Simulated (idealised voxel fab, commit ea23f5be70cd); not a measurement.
Module name: voxel released beams (process module)
cross-section cut | 220 nm wide | cells 5 nm
Just so we're on the same page, the cross-sections are grids of square cells, and they're listed out in bands top to bottom, each band one or more rows deep.
Per band: top height and bottom height in nm, followed by the left-to-right materials and their widths in nm; "full width" marks a single material spanning edge to edge, "air" marks empty space.
For the purposes of this specification, 0 denotes the height below which the wafer in its as-received condition is composed wholly of one material, and the lowermost band, lacking a lower limit, extends downward without end, as expressed in "0 and below".
The width entry "30..40" should be interpreted row by row: the top row of cells in the band takes the first number, the bottom row takes the second number, and the change between adjacent rows is uniform throughout.
"all unchanged" -> step changed no cross-section cell.
This entry, "Closed void roster", enumerates those empty regions of no fewer than 8 cells that possess no open connection to the top. Each region is reported in the form width x height at distance, the distance being taken from the left edge, with all three quantities expressed in nm.
The remark found on a step's line after its settings is issued by the simulator itself and pertains to that step.
You can add "overlay nm" to a step's line. For a step with a mask, it describes how far the mask lay to the right of its planned position, and a negative number describes a lay to the left.
Process steps - plan:
1,RECEIVE: material Si
2,CONFORMAL_DEP: material SiN, thk nm 5
3,DIRECTIONAL_DEP: material SiO2, thk nm 15
4,PATTERN: tone open, mask id ANCHOR, material resist, width nm 35, thk nm 20, overlay nm 0
5,DIRECTIONAL_ETCH: etch materials SiO2, depth nm 15
6,STRIP: etch materials resist
7,CONFORMAL_DEP: material TiN, thk nm 10
8,MASKED_ETCH: tone cover, mask id BEAM, width nm 105, etch materials TiN, depth nm 10, overlay nm 0
9,STRIP: etch materials SiO2
The cross-section here shows the wafer as received, i.e. in its state after step 1:
> 0 and below | Si full width
> Closed void roster: none
Post-module cross-section: identical start and plan to those above, one misstep in execution:
> 30 down to 20 | 60 nm air, 10 nm TiN, 15 nm air, 80 nm TiN, 55 nm air
> 20 down to 15 | 60 nm air, 10 nm TiN, 15 nm air, 10 nm TiN, 125 nm air
> 15 down to 5 | 60 nm air, 35 nm TiN, 125 nm air
> 5 down to 0 | SiN full width
> 0 and below | Si full width
> Closed void roster: none
Which mistake was made when the wafer was run? step 8 off recipe, ran as MASKED_ETCH: tone cover, mask id BEAM, width nm 105, etch materials TiN, depth nm 10, overlay nm 5
